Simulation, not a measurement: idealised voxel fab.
The name of this process module is voxel self aligned vias.
It is cross-section cut that appears here, measuring 295 nm in width, its square cells being 5 nm in size.
A cross-section in this document is a grid of square cells, and it is written down as bands, the top band listed before the ones below it; a band is made up of one or more rows of cells.
Read a band's entry like this: the first values are the height of its top and the height of its bottom in nm, and what follows is the sequence of materials from left to right, each with its width in nm. Note that "air" is empty space, and that a single material marked "everywhere" reaches across the band from edge to edge.
Heights are expressed relative to 0, this being the level below which the as-received wafer comprises one material exclusively. The lowest band is unbounded in the downward direction and is denoted as in "0..down".
Read "30->40" as a graded width: first number on top, second number at the bottom, same change between each pair of neighbouring rows.
Where a step carries "same as before", the cross-section came out of it unchanged, cell for cell.
Heads up: "Enclosed void catalog" only lists the empty pockets with no open path to the top that are 8 cells or more, and it writes them as width x height at distance, distance from the left edge, in nm.
Text after the settings on a step's line: the simulator's own remark on that step.
overlay nm: on a step with a mask, how far right of its planned place the mask lay; negative means left.
# Below is the list of planned process steps
1: RECEIVE,material Si
2: CONFORMAL_DEP,material SiO2,thk nm 10
3: CONFORMAL_DEP,material SiCN,thk nm 5
4: DIRECTIONAL_DEP,material SiO2,thk nm 25
5: DIRECTIONAL_DEP,material aC,thk nm 15
6: PATTERN,tone open,mask id LINES,material resist,width nm 20,pitch nm 55,thk nm 30,overlay nm 0
7: DIRECTIONAL_ETCH,etch materials aC,depth nm 15
8: STRIP,etch materials resist
9: DIRECTIONAL_ETCH,etch materials SiO2,depth nm 25
10: STRIP,etch materials aC
11: CONFORMAL_DEP,material TiN,thk nm 5
12: FILL_DEP,material W,thk nm 10
13: CMP,height nm 40
14: SELECTIVE_ETCH,etch materials W Ru TiN,depth nm 5
15: FILL_DEP,material SiN,thk nm 5
16: CMP,height nm 40
17: DIRECTIONAL_DEP,material SiO2,thk nm 20
18: MASKED_ETCH,tone open,mask id VIAS,width nm 30,pitch nm 55,etch materials SiO2,depth nm 20,overlay nm 0
19: MASKED_ETCH,tone open,mask id VIAS,width nm 30,pitch nm 55,etch materials SiN,depth nm 5,overlay nm 0
20: CONFORMAL_DEP,material TiN,thk nm 5
21: FILL_DEP,material Ru,thk nm 10
22: CMP,height nm 60
23: CONFORMAL_DEP,material SiN,thk nm 5
# The first of a set of two wafers, run to plan
# As-received wafer cross-section (after step 1)
    0..down: Si everywhere
    Enclosed void catalog: none
# Cross-section of the wafer after step 2
    10..0: SiO2 everywhere
    Nothing below the height 0 has changed.
# Cross-section of the wafer after step 3
    15..10: SiCN everywhere
    Nothing below the height 10 has changed.
# Cross-section of the wafer after step 4
    40..15: SiO2 everywhere
    Nothing below the height 15 has changed.
# Cross-section of the wafer after step 5
    55..40: aC everywhere
    Nothing below the height 40 has changed.
# Cross-section of the wafer after step 6
    85..55: resist=80, air=20, resist=35, air=20, resist=35, air=20, resist=85
    Nothing below the height 55 has changed.
# Cross-section of the wafer after step 7
    70..55: resist=80, air=20, resist=35, air=20, resist=35, air=20, resist=85
    55..40: aC=80, air=20, aC=35, air=20, aC=35, air=20, aC=85
    Nothing below the height 40 has changed.
# Cross-section of the wafer after step 8
    55..40: aC=80, air=20, aC=35, air=20, aC=35, air=20, aC=85
    Nothing below the height 40 has changed.
# Cross-section of the wafer after step 9
    55..40: aC=80, air=20, aC=35, air=20, aC=35, air=20, aC=85
    40..15: SiO2=80, air=20, SiO2=35, air=20, SiO2=35, air=20, SiO2=85
    Nothing below the height 15 has changed.
# Cross-section of the wafer after step 10
    40..15: SiO2=80, air=20, SiO2=35, air=20, SiO2=35, air=20, SiO2=85
    Nothing below the height 15 has changed.
# Cross-section of the wafer after step 11
    45..40: TiN=85, air=10, TiN=45, air=10, TiN=45, air=10, TiN=90
    40..20: SiO2=80, TiN=5, air=10, TiN=5, SiO2=35, TiN=5, air=10, TiN=5, SiO2=35, TiN=5, air=10, TiN=5, SiO2=85
    20..15: SiO2=80, TiN=20, SiO2=35, TiN=20, SiO2=35, TiN=20, SiO2=85
    Nothing below the height 15 has changed.
# Cross-section of the wafer after step 12
    55..45: W everywhere
    45..40: TiN=85, W=10, TiN=45, W=10, TiN=45, W=10, TiN=90
    40..20: SiO2=80, TiN=5, W=10, TiN=5, SiO2=35, TiN=5, W=10, TiN=5, SiO2=35, TiN=5, W=10, TiN=5, SiO2=85
    Nothing below the height 20 has changed.
# Cross-section of the wafer after step 13
    40..20: SiO2=80, TiN=5, W=10, TiN=5, SiO2=35, TiN=5, W=10, TiN=5, SiO2=35, TiN=5, W=10, TiN=5, SiO2=85
    Nothing below the height 20 has changed.
# Cross-section of the wafer after step 14
    40..35: SiO2=80, air=20, SiO2=35, air=20, SiO2=35, air=20, SiO2=85
    Nothing below the height 35 has changed.
# Cross-section of the wafer after step 15
    45..40: SiN everywhere
    40..35: SiO2=80, SiN=20, SiO2=35, SiN=20, SiO2=35, SiN=20, SiO2=85
    Nothing below the height 35 has changed.
# Cross-section of the wafer after step 16
    40..35: SiO2=80, SiN=20, SiO2=35, SiN=20, SiO2=35, SiN=20, SiO2=85
    Nothing below the height 35 has changed.
# Cross-section of the wafer after step 17
    60..40: SiO2 everywhere
    Nothing below the height 40 has changed.
# Cross-section of the wafer after step 18
    60..40: SiO2=75, air=30, SiO2=25, air=30, SiO2=25, air=30, SiO2=80
    Nothing below the height 40 has changed.
# Cross-section of the wafer after step 19
    60..40: SiO2=75, air=30, SiO2=25, air=30, SiO2=25, air=30, SiO2=80
    40..35: SiO2=80, air=20, SiO2=35, air=20, SiO2=35, air=20, SiO2=85
    Nothing below the height 35 has changed.
# Cross-section of the wafer after step 20
    65..60: TiN=80, air=20, TiN=35, air=20, TiN=35, air=20, TiN=85
    60..45: SiO2=75, TiN=5, air=20, TiN=5, SiO2=25, TiN=5, air=20, TiN=5, SiO2=25, TiN=5, air=20, TiN=5, SiO2=80
    45..40: SiO2=75, TiN=10, air=10, TiN=10, SiO2=25, TiN=10, air=10, TiN=10, SiO2=25, TiN=10, air=10, TiN=10, SiO2=80
    40..35: SiO2=80, TiN=20, SiO2=35, TiN=20, SiO2=35, TiN=20, SiO2=85
    Nothing below the height 35 has changed.
# Cross-section of the wafer after step 21
    75..65: Ru everywhere
    65..60: TiN=80, Ru=20, TiN=35, Ru=20, TiN=35, Ru=20, TiN=85
    60..45: SiO2=75, TiN=5, Ru=20, TiN=5, SiO2=25, TiN=5, Ru=20, TiN=5, SiO2=25, TiN=5, Ru=20, TiN=5, SiO2=80
    45..40: SiO2=75, TiN=10, Ru=10, TiN=10, SiO2=25, TiN=10, Ru=10, TiN=10, SiO2=25, TiN=10, Ru=10, TiN=10, SiO2=80
    Nothing below the height 40 has changed.
# Cross-section of the wafer after step 22
    60..45: SiO2=75, TiN=5, Ru=20, TiN=5, SiO2=25, TiN=5, Ru=20, TiN=5, SiO2=25, TiN=5, Ru=20, TiN=5, SiO2=80
    Nothing below the height 45 has changed.
# Cross-section of the wafer after step 23
    65..60: SiN everywhere
    Nothing below the height 60 has changed.
# Regarding the second of the two wafers: it shared the first wafer's starting condition and process plan, yet one error occurred during its execution. Its history coincides with that of the first wafer up to and including step 17
# Second wafer, cut view, end of step 18 per plan
    60..40: SiO2=75, air=30, SiO2=25, air=30, SiO2=25, air=30, SiO2=80
    40..35: SiO2=75, air=5, SiN=20, air=5, SiO2=25, air=5, SiN=20, air=5, SiO2=25, air=5, SiN=20, air=5, SiO2=80
    35..20: SiO2=75, air=5, TiN=5, W=10, TiN=5, air=5, SiO2=25, air=5, TiN=5, W=10, TiN=5, air=5, SiO2=25, air=5, TiN=5, W=10, TiN=5, air=5, SiO2=80
    Nothing below the height 20 has changed.
# Second wafer, cut view, end of step 19 per plan
    60..35: SiO2=75, air=30, SiO2=25, air=30, SiO2=25, air=30, SiO2=80
    Nothing below the height 35 has changed.
# Second wafer, cut view, end of step 20 per plan
    65..60: TiN=80, air=20, TiN=35, air=20, TiN=35, air=20, TiN=85
    60..40: SiO2=75, TiN=5, air=20, TiN=5, SiO2=25, TiN=5, air=20, TiN=5, SiO2=25, TiN=5, air=20, TiN=5, SiO2=80
    40..35: SiO2=75, TiN=30, SiO2=25, TiN=30, SiO2=25, TiN=30, SiO2=80
    35..20: SiO2=75, TiN=10, W=10, TiN=10, SiO2=25, TiN=10, W=10, TiN=10, SiO2=25, TiN=10, W=10, TiN=10, SiO2=80
    Nothing below the height 20 has changed.
# Second wafer, cut view, end of step 21 per plan
    75..65: Ru everywhere
    65..60: TiN=80, Ru=20, TiN=35, Ru=20, TiN=35, Ru=20, TiN=85
    60..40: SiO2=75, TiN=5, Ru=20, TiN=5, SiO2=25, TiN=5, Ru=20, TiN=5, SiO2=25, TiN=5, Ru=20, TiN=5, SiO2=80
    Nothing below the height 40 has changed.
# Second wafer, cut view, end of step 22 per plan
    60..40: SiO2=75, TiN=5, Ru=20, TiN=5, SiO2=25, TiN=5, Ru=20, TiN=5, SiO2=25, TiN=5, Ru=20, TiN=5, SiO2=80
    Nothing below the height 40 has changed.
# Second wafer, cut view, end of step 23 per plan
    65..60: SiN everywhere
    Nothing below the height 60 has changed.
Run error: plan step 18 ran twice
Wafer comparison, final, in cells, second relative to first, materials more or fewer: Ru +6 | SiO2 -24 | TiN +18
